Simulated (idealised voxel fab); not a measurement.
process module | voxel transistor to metal
cross-section cut | 180 nm wide | cells 5 nm
A cross-section is a grid of square cells, given in bands from the top down. A band is one or more rows of cells.
Each band's line starts with the height of the band's top and of its bottom, in nm. Then come its materials from left to right, each with its width in nm. One material with "throughout" fills the band from edge to edge. "air" is empty space.
Height 0 is the level under which the wafer as received is all one material. The lowest band goes on downwards, as in "0 down".
A width such as "30 to 40" changes by the same amount from each row of cells to the next, from the band's top row to its bottom row.
"no change" after a step means that no cell of the cross-section changed.
closed voids: empty space of 8 cells or more with no open way to the top, each as width x height at its distance from the left edge, in nm
after a step's settings: what the simulator itself notes on the step
overlay nm, on a step with a mask: how far to the right of its planned place the mask lay; to the left if negative
plan
1 op RECEIVE | material Si
2 op CONFORMAL_DEP | material SiO2 | thk nm 5
3 op CONFORMAL_DEP | material SiN | thk nm 10
4 op MASKED_ETCH | tone cover | mask id ACTIVE | width nm 110 | etch materials SiN | depth nm 10 | overlay nm 0
5 op MASKED_ETCH | tone cover | mask id ACTIVE | width nm 110 | etch materials SiO2 | depth nm 5 | overlay nm 0
6 op MASKED_ETCH | tone cover | mask id ACTIVE | width nm 110 | etch materials Si | depth nm 20 | overlay nm 0
7 op OXIDIZE | depth nm 5
8 op FILL_DEP | material SiO2 | thk nm 10
9 op CMP | height nm 15
10 op SELECTIVE_ETCH | etch materials SiO2 | depth nm 10
11 op STRIP | etch materials SiN
12 op SELECTIVE_ETCH | etch materials SiO2 | depth nm 5
13 op OXIDIZE | depth nm 5
14 op DIRECTIONAL_DEP | material polySi | thk nm 30
15 op DIRECTIONAL_DEP | material SiCN | thk nm 10
16 op MASKED_ETCH | tone cover | mask id GATE | width nm 20 | etch materials SiCN | depth nm 20 | overlay nm 0
17 op MASKED_ETCH | tone cover | mask id GATE | width nm 20 | etch materials polySi | depth nm 40 | overlay nm 0
18 op CONFORMAL_DEP | material SiN | thk nm 5
19 op DIRECTIONAL_ETCH | etch materials SiN | depth nm 5
20 op DIRECTIONAL_ETCH | etch materials SiO2 | depth nm 5
21 op DIRECTIONAL_ETCH | etch materials Si | depth nm 5
22 op EPI | material pSi | thk nm 5
23 op FILL_DEP | material SiO2 | thk nm 10
24 op CMP | height nm 40
25 op DIRECTIONAL_DEP | material SiO2 | thk nm 10
26 op MASKED_ETCH | tone open | mask id CONTACT | width nm 30 | pitch nm 60 | etch materials SiO2 | depth nm 55 | overlay nm 0
27 op CONFORMAL_DEP | material TiN | thk nm 5
28 op FILL_DEP | material Ru | thk nm 5
29 op CMP | height nm 50
30 op CONFORMAL_DEP | material SiCN | thk nm 5
31 op DIRECTIONAL_DEP | material SiO2 | thk nm 20
32 op PATTERN | tone open | mask id METAL_1 | material resist | width nm 15 | pitch nm 75 | thk nm 15 | overlay nm 0
33 op DIRECTIONAL_ETCH | etch materials SiO2 | depth nm 20
34 op DIRECTIONAL_ETCH | etch materials SiCN | depth nm 5
35 op STRIP | etch materials resist
36 op CONFORMAL_DEP | material TiN | thk nm 5
37 op FILL_DEP | material Cu | thk nm 5
38 op CMP | height nm 75
39 op CONFORMAL_DEP | material SiCN | thk nm 5
40 op DIRECTIONAL_DEP | material SiO2 | thk nm 35
41 op PATTERN | tone open | mask id METAL_2 | material resist | width nm 15 | pitch nm 75 | thk nm 15 | overlay nm 0
42 op DIRECTIONAL_ETCH | etch materials SiO2 | depth nm 20
43 op STRIP | etch materials resist
44 op DIRECTIONAL_DEP | material aC | thk nm 15
45 op PATTERN | tone open | mask id METAL_2_HOLES | material resist | width nm 15 | pitch nm 75 | thk nm 30 | overlay nm 0
46 op DIRECTIONAL_ETCH | etch materials aC | depth nm 15
47 op STRIP | etch materials resist
48 op DIRECTIONAL_ETCH | etch materials SiO2 | depth nm 15
49 op DIRECTIONAL_ETCH | etch materials SiCN | depth nm 5
50 op STRIP | etch materials aC
51 op CONFORMAL_DEP | material TiN | thk nm 5
52 op FILL_DEP | material Ru | thk nm 5
53 op CMP | height nm 115
54 op CONFORMAL_DEP | material SiN | thk nm 5
first wafer, as planned
as received, after step 1
  0 down: Si throughout
  closed voids: none
after step 2
  5 to 0: SiO2 throughout
  below 0: unchanged
after step 3
  15 to 5: SiN throughout
  below 5: unchanged
after step 4
  15 to 5: air 35 | SiN 110 | air 35
  below 5: unchanged
after step 5
  15 to 5: air 35 | SiN 110 | air 35
  5 to 0: air 35 | SiO2 110 | air 35
  below 0: unchanged
after step 6
  15 to 5: air 35 | SiN 110 | air 35
  5 to 0: air 35 | SiO2 110 | air 35
  0 to -20: air 35 | Si 110 | air 35
  below -20: unchanged
after step 7
  15 to 5: air 35 | SiN 110 | air 35
  5 to 0: air 35 | SiO2 110 | air 35
  0 to -20: air 35 | SiO2 5 | Si 100 | SiO2 5 | air 35
  -20 to -25: SiO2 40 | Si 100 | SiO2 40
  below -25: unchanged
after step 8
  25 to 15: SiO2 throughout
  15 to 5: SiO2 35 | SiN 110 | SiO2 35
  5 to 0: SiO2 throughout
  0 to -25: SiO2 40 | Si 100 | SiO2 40
  below -25: unchanged
after step 9
  15 to 5: SiO2 35 | SiN 110 | SiO2 35
  below 5: unchanged
after step 10
  15 to 5: air 35 | SiN 110 | air 35
  below 5: unchanged
after step 11
  5 to 0: SiO2 throughout
  below 0: unchanged
after step 12
  0 to -25: SiO2 40 | Si 100 | SiO2 40
  below -25: unchanged
after step 13
  0 to -5: SiO2 throughout
  below -5: unchanged
after step 14
  30 to 0: polySi throughout
  below 0: unchanged
after step 15
  40 to 30: SiCN throughout
  below 30: unchanged
after step 16
  40 to 30: air 80 | SiCN 20 | air 80
  below 30: unchanged
after step 17
  40 to 30: air 80 | SiCN 20 | air 80
  30 to 0: air 80 | polySi 20 | air 80
  below 0: unchanged
after step 18
  45 to 40: air 75 | SiN 30 | air 75
  40 to 30: air 75 | SiN 5 | SiCN 20 | SiN 5 | air 75
  30 to 5: air 75 | SiN 5 | polySi 20 | SiN 5 | air 75
  5 to 0: SiN 80 | polySi 20 | SiN 80
  below 0: unchanged
after step 19
  40 to 30: air 75 | SiN 5 | SiCN 20 | SiN 5 | air 75
  30 to 0: air 75 | SiN 5 | polySi 20 | SiN 5 | air 75
  below 0: unchanged
after step 20
  40 to 30: air 75 | SiN 5 | SiCN 20 | SiN 5 | air 75
  30 to 0: air 75 | SiN 5 | polySi 20 | SiN 5 | air 75
  0 to -5: air 75 | SiO2 30 | air 75
  below -5: unchanged
after step 21
  40 to 30: air 75 | SiN 5 | SiCN 20 | SiN 5 | air 75
  30 to 0: air 75 | SiN 5 | polySi 20 | SiN 5 | air 75
  0 to -5: air 75 | SiO2 30 | air 75
  -5 to -10: SiO2 40 | air 35 | Si 30 | air 35 | SiO2 40
  below -10: unchanged
after step 22
  40 to 30: air 75 | SiN 5 | SiCN 20 | SiN 5 | air 75
  30 to 0: air 75 | SiN 5 | polySi 20 | SiN 5 | air 75
  0 to -5: air 70 | pSi 5 | SiO2 30 | pSi 5 | air 70
  -5 to -10: SiO2 40 | pSi 35 | Si 30 | pSi 35 | SiO2 40
  below -10: unchanged
after step 23
  50 to 40: SiO2 throughout
  40 to 30: SiO2 75 | SiN 5 | SiCN 20 | SiN 5 | SiO2 75
  30 to 0: SiO2 75 | SiN 5 | polySi 20 | SiN 5 | SiO2 75
  0 to -5: SiO2 70 | pSi 5 | SiO2 30 | pSi 5 | SiO2 70
  below -5: unchanged
after step 24
  40 to 30: SiO2 75 | SiN 5 | SiCN 20 | SiN 5 | SiO2 75
  below 30: unchanged
after step 25
  50 to 40: SiO2 throughout
  below 40: unchanged
after step 26
  50 to 40: SiO2 45 | air 30 | SiO2 30 | air 30 | SiO2 45
  40 to 30: SiO2 45 | air 30 | SiN 5 | SiCN 20 | SiN 5 | air 30 | SiO2 45
  30 to 0: SiO2 45 | air 30 | SiN 5 | polySi 20 | SiN 5 | air 30 | SiO2 45
  0 to -5: SiO2 45 | air 25 | pSi 5 | SiO2 30 | pSi 5 | air 25 | SiO2 45
  below -5: unchanged
after step 27
  55 to 50: TiN 50 | air 20 | TiN 40 | air 20 | TiN 50
  50 to 40: SiO2 45 | TiN 5 | air 20 | TiN 5 | SiO2 30 | TiN 5 | air 20 | TiN 5 | SiO2 45
  40 to 30: SiO2 45 | TiN 5 | air 20 | TiN 5 | SiN 5 | SiCN 20 | SiN 5 | TiN 5 | air 20 | TiN 5 | SiO2 45
  30 to 5: SiO2 45 | TiN 5 | air 20 | TiN 5 | SiN 5 | polySi 20 | SiN 5 | TiN 5 | air 20 | TiN 5 | SiO2 45
  5 to 0: SiO2 45 | TiN 5 | air 15 | TiN 10 | SiN 5 | polySi 20 | SiN 5 | TiN 10 | air 15 | TiN 5 | SiO2 45
  0 to -5: SiO2 45 | TiN 25 | pSi 5 | SiO2 30 | pSi 5 | TiN 25 | SiO2 45
  below -5: unchanged
after step 28
  60 to 55: Ru throughout
  55 to 50: TiN 50 | Ru 20 | TiN 40 | Ru 20 | TiN 50
  50 to 40: SiO2 45 | TiN 5 | Ru 20 | TiN 5 | SiO2 30 | TiN 5 | Ru 20 | TiN 5 | SiO2 45
  40 to 30: SiO2 45 | TiN 5 | Ru 20 | TiN 5 | SiN 5 | SiCN 20 | SiN 5 | TiN 5 | Ru 20 | TiN 5 | SiO2 45
  30 to 5: SiO2 45 | TiN 5 | Ru 20 | TiN 5 | SiN 5 | polySi 20 | SiN 5 | TiN 5 | Ru 20 | TiN 5 | SiO2 45
  5 to 0: SiO2 45 | TiN 5 | Ru 15 | TiN 10 | SiN 5 | polySi 20 | SiN 5 | TiN 10 | Ru 15 | TiN 5 | SiO2 45
  below 0: unchanged
after step 29
  50 to 40: SiO2 45 | TiN 5 | Ru 20 | TiN 5 | SiO2 30 | TiN 5 | Ru 20 | TiN 5 | SiO2 45
  below 40: unchanged
after step 30
  55 to 50: SiCN throughout
  below 50: unchanged
after step 31
  75 to 55: SiO2 throughout
  below 55: unchanged
after step 32
  90 to 75: resist 45 | air 15 | resist 60 | air 15 | resist 45
  below 75: unchanged
after step 33
  90 to 75: resist 45 | air 15 | resist 60 | air 15 | resist 45
  75 to 55: SiO2 45 | air 15 | SiO2 60 | air 15 | SiO2 45
  below 55: unchanged
after step 34
  90 to 75: resist 45 | air 15 | resist 60 | air 15 | resist 45
  75 to 55: SiO2 45 | air 15 | SiO2 60 | air 15 | SiO2 45
  55 to 50: SiCN 45 | air 15 | SiCN 60 | air 15 | SiCN 45
  below 50: unchanged
after step 35
  75 to 55: SiO2 45 | air 15 | SiO2 60 | air 15 | SiO2 45
  below 55: unchanged
after step 36
  80 to 75: TiN 50 | air 5 | TiN 70 | air 5 | TiN 50
  75 to 55: SiO2 45 | TiN 5 | air 5 | TiN 5 | SiO2 60 | TiN 5 | air 5 | TiN 5 | SiO2 45
  55 to 50: SiCN 45 | TiN 15 | SiCN 60 | TiN 15 | SiCN 45
  below 50: unchanged
after step 37
  85 to 80: Cu throughout
  80 to 75: TiN 50 | Cu 5 | TiN 70 | Cu 5 | TiN 50
  75 to 55: SiO2 45 | TiN 5 | Cu 5 | TiN 5 | SiO2 60 | TiN 5 | Cu 5 | TiN 5 | SiO2 45
  below 55: unchanged
after step 38
  75 to 55: SiO2 45 | TiN 5 | Cu 5 | TiN 5 | SiO2 60 | TiN 5 | Cu 5 | TiN 5 | SiO2 45
  below 55: unchanged
after step 39
  80 to 75: SiCN throughout
  below 75: unchanged
after step 40
  115 to 80: SiO2 throughout
  below 80: unchanged
after step 41
  130 to 115: resist 45 | air 15 | resist 60 | air 15 | resist 45
  below 115: unchanged
after step 42
  130 to 115: resist 45 | air 15 | resist 60 | air 15 | resist 45
  115 to 95: SiO2 45 | air 15 | SiO2 60 | air 15 | SiO2 45
  below 95: unchanged
after step 43
  115 to 95: SiO2 45 | air 15 | SiO2 60 | air 15 | SiO2 45
  below 95: unchanged
after step 44
  130 to 115: aC 45 | air 15 | aC 60 | air 15 | aC 45
  115 to 110: SiO2 45 | air 15 | SiO2 60 | air 15 | SiO2 45
  110 to 95: SiO2 45 | aC 15 | SiO2 60 | aC 15 | SiO2 45
  below 95: unchanged
after step 45
  160 to 130: resist 45 | air 15 | resist 60 | air 15 | resist 45
  below 130: unchanged
after step 46
  145 to 130: resist 45 | air 15 | resist 60 | air 15 | resist 45
  130 to 115: aC 45 | air 15 | aC 60 | air 15 | aC 45
  115 to 95: SiO2 45 | air 15 | SiO2 60 | air 15 | SiO2 45
  below 95: unchanged
after step 47
  130 to 115: aC 45 | air 15 | aC 60 | air 15 | aC 45
  below 115: unchanged
after step 48
  130 to 115: aC 45 | air 15 | aC 60 | air 15 | aC 45
  115 to 80: SiO2 45 | air 15 | SiO2 60 | air 15 | SiO2 45
  below 80: unchanged
after step 49
  130 to 115: aC 45 | air 15 | aC 60 | air 15 | aC 45
  115 to 80: SiO2 45 | air 15 | SiO2 60 | air 15 | SiO2 45
  80 to 75: SiCN 45 | air 15 | SiCN 60 | air 15 | SiCN 45
  below 75: unchanged
after step 50
  115 to 80: SiO2 45 | air 15 | SiO2 60 | air 15 | SiO2 45
  below 80: unchanged
after step 51
  120 to 115: TiN 50 | air 5 | TiN 70 | air 5 | TiN 50
  115 to 80: SiO2 45 | TiN 5 | air 5 | TiN 5 | SiO2 60 | TiN 5 | air 5 | TiN 5 | SiO2 45
  80 to 75: SiCN 45 | TiN 15 | SiCN 60 | TiN 15 | SiCN 45
  below 75: unchanged
after step 52
  125 to 120: Ru throughout
  120 to 115: TiN 50 | Ru 5 | TiN 70 | Ru 5 | TiN 50
  115 to 80: SiO2 45 | TiN 5 | Ru 5 | TiN 5 | SiO2 60 | TiN 5 | Ru 5 | TiN 5 | SiO2 45
  below 80: unchanged
after step 53
  115 to 80: SiO2 45 | TiN 5 | Ru 5 | TiN 5 | SiO2 60 | TiN 5 | Ru 5 | TiN 5 | SiO2 45
  below 80: unchanged
after step 54
  120 to 115: SiN throughout
  below 115: unchanged
second wafer: like start, like plan, one mistake. Through step 5 it matches the first wafer
when step 6 should have ended
  15 to 5: air 35 | SiN 110 | air 35
  5 to 0: air 35 | SiO2 110 | air 35
  0 to -40: air 35 | Si 110 | air 35
  below -40: unchanged
when step 7 should have ended
  15 to 5: air 35 | SiN 110 | air 35
  5 to 0: air 35 | SiO2 110 | air 35
  0 to -40: air 35 | SiO2 5 | Si 100 | SiO2 5 | air 35
  -40 to -45: SiO2 40 | Si 100 | SiO2 40
  below -45: unchanged
when step 8 should have ended
  25 to 15: SiO2 throughout
  15 to 5: SiO2 35 | SiN 110 | SiO2 35
  5 to 0: SiO2 throughout
  0 to -45: SiO2 40 | Si 100 | SiO2 40
  below -45: unchanged
when step 9 should have ended
  15 to 5: SiO2 35 | SiN 110 | SiO2 35
  below 5: unchanged
when step 10 should have ended
  15 to 5: air 35 | SiN 110 | air 35
  below 5: unchanged
when step 11 should have ended
  5 to 0: SiO2 throughout
  below 0: unchanged
when step 12 should have ended
  0 to -45: SiO2 40 | Si 100 | SiO2 40
  below -45: unchanged
when step 13 should have ended
  0 to -5: SiO2 throughout
  below -5: unchanged
when step 14 should have ended
  30 to 0: polySi throughout
  below 0: unchanged
when step 15 should have ended
  40 to 30: SiCN throughout
  below 30: unchanged
when step 16 should have ended
  40 to 30: air 80 | SiCN 20 | air 80
  below 30: unchanged
when step 17 should have ended
  40 to 30: air 80 | SiCN 20 | air 80
  30 to 0: air 80 | polySi 20 | air 80
  below 0: unchanged
when step 18 should have ended
  45 to 40: air 75 | SiN 30 | air 75
  40 to 30: air 75 | SiN 5 | SiCN 20 | SiN 5 | air 75
  30 to 5: air 75 | SiN 5 | polySi 20 | SiN 5 | air 75
  5 to 0: SiN 80 | polySi 20 | SiN 80
  below 0: unchanged
when step 19 should have ended
  40 to 30: air 75 | SiN 5 | SiCN 20 | SiN 5 | air 75
  30 to 0: air 75 | SiN 5 | polySi 20 | SiN 5 | air 75
  below 0: unchanged
when step 20 should have ended
  40 to 30: air 75 | SiN 5 | SiCN 20 | SiN 5 | air 75
  30 to 0: air 75 | SiN 5 | polySi 20 | SiN 5 | air 75
  0 to -5: air 75 | SiO2 30 | air 75
  below -5: unchanged
when step 21 should have ended
  40 to 30: air 75 | SiN 5 | SiCN 20 | SiN 5 | air 75
  30 to 0: air 75 | SiN 5 | polySi 20 | SiN 5 | air 75
  0 to -5: air 75 | SiO2 30 | air 75
  -5 to -10: SiO2 40 | air 35 | Si 30 | air 35 | SiO2 40
  below -10: unchanged
when step 22 should have ended
  40 to 30: air 75 | SiN 5 | SiCN 20 | SiN 5 | air 75
  30 to 0: air 75 | SiN 5 | polySi 20 | SiN 5 | air 75
  0 to -5: air 70 | pSi 5 | SiO2 30 | pSi 5 | air 70
  -5 to -10: SiO2 40 | pSi 35 | Si 30 | pSi 35 | SiO2 40
  below -10: unchanged
when step 23 should have ended
  50 to 40: SiO2 throughout
  40 to 30: SiO2 75 | SiN 5 | SiCN 20 | SiN 5 | SiO2 75
  30 to 0: SiO2 75 | SiN 5 | polySi 20 | SiN 5 | SiO2 75
  0 to -5: SiO2 70 | pSi 5 | SiO2 30 | pSi 5 | SiO2 70
  below -5: unchanged
when step 24 should have ended
  40 to 30: SiO2 75 | SiN 5 | SiCN 20 | SiN 5 | SiO2 75
  below 30: unchanged
when step 25 should have ended
  50 to 40: SiO2 throughout
  below 40: unchanged
when step 26 should have ended
  50 to 40: SiO2 45 | air 30 | SiO2 30 | air 30 | SiO2 45
  40 to 30: SiO2 45 | air 30 | SiN 5 | SiCN 20 | SiN 5 | air 30 | SiO2 45
  30 to 0: SiO2 45 | air 30 | SiN 5 | polySi 20 | SiN 5 | air 30 | SiO2 45
  0 to -5: SiO2 45 | air 25 | pSi 5 | SiO2 30 | pSi 5 | air 25 | SiO2 45
  below -5: unchanged
when step 27 should have ended
  55 to 50: TiN 50 | air 20 | TiN 40 | air 20 | TiN 50
  50 to 40: SiO2 45 | TiN 5 | air 20 | TiN 5 | SiO2 30 | TiN 5 | air 20 | TiN 5 | SiO2 45
  40 to 30: SiO2 45 | TiN 5 | air 20 | TiN 5 | SiN 5 | SiCN 20 | SiN 5 | TiN 5 | air 20 | TiN 5 | SiO2 45
  30 to 5: SiO2 45 | TiN 5 | air 20 | TiN 5 | SiN 5 | polySi 20 | SiN 5 | TiN 5 | air 20 | TiN 5 | SiO2 45
  5 to 0: SiO2 45 | TiN 5 | air 15 | TiN 10 | SiN 5 | polySi 20 | SiN 5 | TiN 10 | air 15 | TiN 5 | SiO2 45
  0 to -5: SiO2 45 | TiN 25 | pSi 5 | SiO2 30 | pSi 5 | TiN 25 | SiO2 45
  below -5: unchanged
when step 28 should have ended
  60 to 55: Ru throughout
  55 to 50: TiN 50 | Ru 20 | TiN 40 | Ru 20 | TiN 50
  50 to 40: SiO2 45 | TiN 5 | Ru 20 | TiN 5 | SiO2 30 | TiN 5 | Ru 20 | TiN 5 | SiO2 45
  40 to 30: SiO2 45 | TiN 5 | Ru 20 | TiN 5 | SiN 5 | SiCN 20 | SiN 5 | TiN 5 | Ru 20 | TiN 5 | SiO2 45
  30 to 5: SiO2 45 | TiN 5 | Ru 20 | TiN 5 | SiN 5 | polySi 20 | SiN 5 | TiN 5 | Ru 20 | TiN 5 | SiO2 45
  5 to 0: SiO2 45 | TiN 5 | Ru 15 | TiN 10 | SiN 5 | polySi 20 | SiN 5 | TiN 10 | Ru 15 | TiN 5 | SiO2 45
  below 0: unchanged
when step 29 should have ended
  50 to 40: SiO2 45 | TiN 5 | Ru 20 | TiN 5 | SiO2 30 | TiN 5 | Ru 20 | TiN 5 | SiO2 45
  below 40: unchanged
when step 30 should have ended
  55 to 50: SiCN throughout
  below 50: unchanged
when step 31 should have ended
  75 to 55: SiO2 throughout
  below 55: unchanged
when step 32 should have ended
  90 to 75: resist 45 | air 15 | resist 60 | air 15 | resist 45
  below 75: unchanged
when step 33 should have ended
  90 to 75: resist 45 | air 15 | resist 60 | air 15 | resist 45
  75 to 55: SiO2 45 | air 15 | SiO2 60 | air 15 | SiO2 45
  below 55: unchanged
when step 34 should have ended
  90 to 75: resist 45 | air 15 | resist 60 | air 15 | resist 45
  75 to 55: SiO2 45 | air 15 | SiO2 60 | air 15 | SiO2 45
  55 to 50: SiCN 45 | air 15 | SiCN 60 | air 15 | SiCN 45
  below 50: unchanged
when step 35 should have ended
  75 to 55: SiO2 45 | air 15 | SiO2 60 | air 15 | SiO2 45
  below 55: unchanged
when step 36 should have ended
  80 to 75: TiN 50 | air 5 | TiN 70 | air 5 | TiN 50
  75 to 55: SiO2 45 | TiN 5 | air 5 | TiN 5 | SiO2 60 | TiN 5 | air 5 | TiN 5 | SiO2 45
  55 to 50: SiCN 45 | TiN 15 | SiCN 60 | TiN 15 | SiCN 45
  below 50: unchanged
when step 37 should have ended
  85 to 80: Cu throughout
  80 to 75: TiN 50 | Cu 5 | TiN 70 | Cu 5 | TiN 50
  75 to 55: SiO2 45 | TiN 5 | Cu 5 | TiN 5 | SiO2 60 | TiN 5 | Cu 5 | TiN 5 | SiO2 45
  below 55: unchanged
when step 38 should have ended
  75 to 55: SiO2 45 | TiN 5 | Cu 5 | TiN 5 | SiO2 60 | TiN 5 | Cu 5 | TiN 5 | SiO2 45
  below 55: unchanged
when step 39 should have ended
  80 to 75: SiCN throughout
  below 75: unchanged
when step 40 should have ended
  115 to 80: SiO2 throughout
  below 80: unchanged
when step 41 should have ended
  130 to 115: resist 45 | air 15 | resist 60 | air 15 | resist 45
  below 115: unchanged
when step 42 should have ended
  130 to 115: resist 45 | air 15 | resist 60 | air 15 | resist 45
  115 to 95: SiO2 45 | air 15 | SiO2 60 | air 15 | SiO2 45
  below 95: unchanged
when step 43 should have ended
  115 to 95: SiO2 45 | air 15 | SiO2 60 | air 15 | SiO2 45
  below 95: unchanged
when step 44 should have ended
  130 to 115: aC 45 | air 15 | aC 60 | air 15 | aC 45
  115 to 110: SiO2 45 | air 15 | SiO2 60 | air 15 | SiO2 45
  110 to 95: SiO2 45 | aC 15 | SiO2 60 | aC 15 | SiO2 45
  below 95: unchanged
when step 45 should have ended
  160 to 130: resist 45 | air 15 | resist 60 | air 15 | resist 45
  below 130: unchanged
when step 46 should have ended
  145 to 130: resist 45 | air 15 | resist 60 | air 15 | resist 45
  130 to 115: aC 45 | air 15 | aC 60 | air 15 | aC 45
  115 to 95: SiO2 45 | air 15 | SiO2 60 | air 15 | SiO2 45
  below 95: unchanged
when step 47 should have ended
  130 to 115: aC 45 | air 15 | aC 60 | air 15 | aC 45
  below 115: unchanged
when step 48 should have ended
  130 to 115: aC 45 | air 15 | aC 60 | air 15 | aC 45
  115 to 80: SiO2 45 | air 15 | SiO2 60 | air 15 | SiO2 45
  below 80: unchanged
when step 49 should have ended
  130 to 115: aC 45 | air 15 | aC 60 | air 15 | aC 45
  115 to 80: SiO2 45 | air 15 | SiO2 60 | air 15 | SiO2 45
  80 to 75: SiCN 45 | air 15 | SiCN 60 | air 15 | SiCN 45
  below 75: unchanged
when step 50 should have ended
  115 to 80: SiO2 45 | air 15 | SiO2 60 | air 15 | SiO2 45
  below 80: unchanged
when step 51 should have ended
  120 to 115: TiN 50 | air 5 | TiN 70 | air 5 | TiN 50
  115 to 80: SiO2 45 | TiN 5 | air 5 | TiN 5 | SiO2 60 | TiN 5 | air 5 | TiN 5 | SiO2 45
  80 to 75: SiCN 45 | TiN 15 | SiCN 60 | TiN 15 | SiCN 45
  below 75: unchanged
when step 52 should have ended
  125 to 120: Ru throughout
  120 to 115: TiN 50 | Ru 5 | TiN 70 | Ru 5 | TiN 50
  115 to 80: SiO2 45 | TiN 5 | Ru 5 | TiN 5 | SiO2 60 | TiN 5 | Ru 5 | TiN 5 | SiO2 45
  below 80: unchanged
when step 53 should have ended
  115 to 80: SiO2 45 | TiN 5 | Ru 5 | TiN 5 | SiO2 60 | TiN 5 | Ru 5 | TiN 5 | SiO2 45
  below 80: unchanged
when step 54 should have ended
  120 to 115: SiN throughout
  below 115: unchanged
what went wrong: step 6 was run twice
at the end the second wafer has, in cells: 64 fewer of Si | 64 more of SiO2
